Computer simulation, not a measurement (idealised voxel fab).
You're looking at the process module voxel self aligned vias.
Cross-section cut spans 285 nm and uses square cells 5 nm in size.
Think of the cross-section as a grid of square cells. We describe it in bands, top to bottom, and each band covers one or more rows of those cells.
What a band's entry tells you: where the top is and where the bottom is, as heights in nm, and after that what lies inside, material by material from left to right, each with its width in nm. Empty space is written as the word "blank", and a single material marked with the word "full width" occupies the band from edge to edge.
Below 0: as-received wafer, all one material; heights counted from there. Lowest band: no bottom, goes on down, written "0 and below".
Graded width ("30 to 40"): value in top row of band = first number; value in bottom row = second number; row-to-row change constant.
Take "changes: none" at face value: in the step it is given for, the cross-section changed in none of its cells.
The entry "Enclosed void inventory" lists the empty spaces that cover at least 8 cells and have no open path to the top. Each is written as width x height at distance, where the distance is measured from the left edge and all three values are in nm.
That trailing text on a step's line, after the settings, is the simulator's own remark on the step.
You can add "overlay nm" to a step's line. For a step with a mask, it describes how far the mask lay to the right of its planned position, and a negative number describes a lay to the left.

Process steps foreseen in the plan:
1,RECEIVE | material Si
2,CONFORMAL_DEP | material SiO2 | thk nm 15
3,CONFORMAL_DEP | material SiCN | thk nm 5
4,DIRECTIONAL_DEP | material SiO2 | thk nm 25
5,DIRECTIONAL_DEP | material aC | thk nm 15
6,PATTERN | tone open | mask id LINES | material resist | width nm 25 | pitch nm 60 | thk nm 35 | overlay nm 0
7,DIRECTIONAL_ETCH | etch materials aC | depth nm 15
8,STRIP | etch materials resist
9,DIRECTIONAL_ETCH | etch materials SiO2 | depth nm 25
10,STRIP | etch materials aC
11,CONFORMAL_DEP | material TiN | thk nm 5
12,FILL_DEP | material W | thk nm 5
13,CMP | height nm 45
14,SELECTIVE_ETCH | etch materials W Ru TiN | depth nm 10
15,FILL_DEP | material SiN | thk nm 5
16,CMP | height nm 45
17,DIRECTIONAL_DEP | material SiO2 | thk nm 15
18,MASKED_ETCH | tone open | mask id VIAS | width nm 35 | etch materials SiO2 | depth nm 15 | overlay nm 0
19,MASKED_ETCH | tone open | mask id VIAS | width nm 35 | etch materials SiN | depth nm 10 | overlay nm 0
20,CONFORMAL_DEP | material TiN | thk nm 5
21,FILL_DEP | material Ru | thk nm 5
22,CMP | height nm 60
23,CONFORMAL_DEP | material SiN | thk nm 5

Wafer cross-section on receipt, i.e. after step 1:
* 0 and below = Si full width
* Enclosed void inventory: none

Sectioned view, first of two wafers, at the close of the module, processed as intended in the plan:
* 65 down to 60 = SiN full width
* 60 down to 50 = 95 nm SiO2  5 nm TiN  25 nm Ru  5 nm TiN  155 nm SiO2
* 50 down to 45 = 95 nm SiO2  10 nm TiN  15 nm Ru  10 nm TiN  155 nm SiO2
* 45 down to 40 = 100 nm SiO2  5 nm TiN  15 nm Ru  5 nm TiN  35 nm SiO2  25 nm SiN  100 nm SiO2
* 40 down to 35 = 100 nm SiO2  25 nm TiN  35 nm SiO2  25 nm SiN  100 nm SiO2
* 35 down to 25 = 100 nm SiO2  5 nm TiN  15 nm W  5 nm TiN  35 nm SiO2  5 nm TiN  15 nm W  5 nm TiN  100 nm SiO2
* 25 down to 20 = 100 nm SiO2  25 nm TiN  35 nm SiO2  25 nm TiN  100 nm SiO2
* 20 down to 15 = SiCN full width
* 15 down to 0 = SiO2 full width
* 0 and below = Si full width
* Enclosed void inventory: none

This is the second of the two wafers, cross-sectioned at the end of the module; it started exactly like the first and was given the same plan, but it was run with one mistake:
* 65 down to 60 = SiN full width
* 60 down to 45 = 95 nm SiO2  5 nm TiN  25 nm Ru  5 nm TiN  155 nm SiO2
* 45 down to 40 = 95 nm SiN  10 nm TiN  15 nm Ru  10 nm TiN  155 nm SiN
* 40 down to 35 = 100 nm SiO2  25 nm TiN  35 nm SiO2  25 nm SiN  100 nm SiO2
* 35 down to 20 = 100 nm SiO2  5 nm TiN  15 nm W  5 nm TiN  35 nm SiO2  5 nm TiN  15 nm W  5 nm TiN  100 nm SiO2
* 20 down to 15 = 100 nm SiO2  25 nm TiN  35 nm SiO2  25 nm TiN  100 nm SiO2
* 15 down to 0 = SiO2 full width
* 0 and below = Si full width
* Enclosed void inventory: none
What was done differently from what was planned? with respect to the plan, step 3 was omitted and not executed
FYI, end of process, the second wafer has more or fewer cells of some materials than the first: 2 more of Ru; 57 fewer of SiCN; 45 more of SiN; 4 more of TiN; 6 more of W
